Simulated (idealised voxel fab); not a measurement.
You're looking at the process module voxel tone inversion.
Displayed cross-section: cut, width of 255 nm, square cells sized 5 nm.
This document writes a cross-section as a grid whose cells are square, and gives it as bands, listed from the top down; one or more rows of cells form a band.
Look at the band entry: it leads with the top's height and the bottom's height in nm. Then it lists the materials left to right, with a width in nm for each. The word "throughout" on a single material says that material fills the band edge to edge. The word "air" is empty space.
Measure heights from 0. That's the level where, below it, the as-received wafer is all one material. The lowest band is bottomless and extends downward; write it as in "0..down".
The notation "30 to 40" denotes a width that varies across the rows of cells in the band, beginning at the first number in the top row, finishing at the second number in the bottom row, and changing by an identical amount from each row to the next.
"nothing got changed" for a step: no cell of the cross-section changed in that step.
Heads up: "Voids lacking openings" only lists the empty pockets with no open path to the top that are 8 cells or more, and it writes them as width x height at distance, distance from the left edge, in nm.
Heads up: the bit after the settings on a step's line is the simulator's remark on that step.
When a step includes a mask, the "overlay nm" setting on its line states how far to the right of its planned place that mask lay, and negative values state how far to the left.
The planned process steps are enumerated hereunder
1: RECEIVE (material Si)
2: CONFORMAL_DEP (material SiCN; thk nm 5)
3: DIRECTIONAL_DEP (material polySi; thk nm 15)
4: PATTERN (tone cover; mask id POSTS; material resist; width nm 25; pitch nm 45; thk nm 20; overlay nm 0)
5: DIRECTIONAL_ETCH (etch materials polySi; depth nm 15)
6: STRIP (etch materials resist)
7: FILL_DEP (material lowk; thk nm 5)
8: CMP (height nm 20)
9: STRIP (etch materials polySi)
10: CONFORMAL_DEP (material TiN; thk nm 5)
11: FILL_DEP (material Ru; thk nm 10)
12: CMP (height nm 20)
13: CONFORMAL_DEP (material SiCN; thk nm 5)
Don't read the plan's thk nm for step 10 as applying to every wafer: that's the first wafer's value, and the wafers differ in it, though they all start identical.
The as-received cross-section of the first of several wafers corresponds to the state after step 1
	0..down = Si throughout
	Voids lacking openings: none
End of module: cross-section of the first of several wafers after step 13, the last step
	25..20 = SiCN throughout
	20..10 = lowk: 90  TiN: 5  Ru: 15  TiN: 5  lowk: 20  TiN: 5  Ru: 15  TiN: 5  lowk: 95
	10..5 = lowk: 90  TiN: 25  lowk: 20  TiN: 25  lowk: 95
	5..0 = SiCN throughout
	0..down = Si throughout
	Voids lacking openings: none
End of module, last wafer sectioned
	25..20 = SiCN throughout
	20..5 = lowk: 90  TiN: 25  lowk: 20  TiN: 25  lowk: 95
	5..0 = SiCN throughout
	0..down = Si throughout
	Voids lacking openings: none
Table: wafers, a row each; end-of-module cell change per material since receipt, gain (+), loss (-); then closed voids
thk nm 5; +12 Ru; +102 SiCN; +18 TiN; +123 lowk; Voids lacking openings: none
thk nm 10; +2 Ru; +102 SiCN; +28 TiN; +123 lowk; Voids lacking openings: none
thk nm 15; +102 SiCN; +30 TiN; +123 lowk; Voids lacking openings: none
thk nm 20; +102 SiCN; +30 TiN; +123 lowk; Voids lacking openings: none
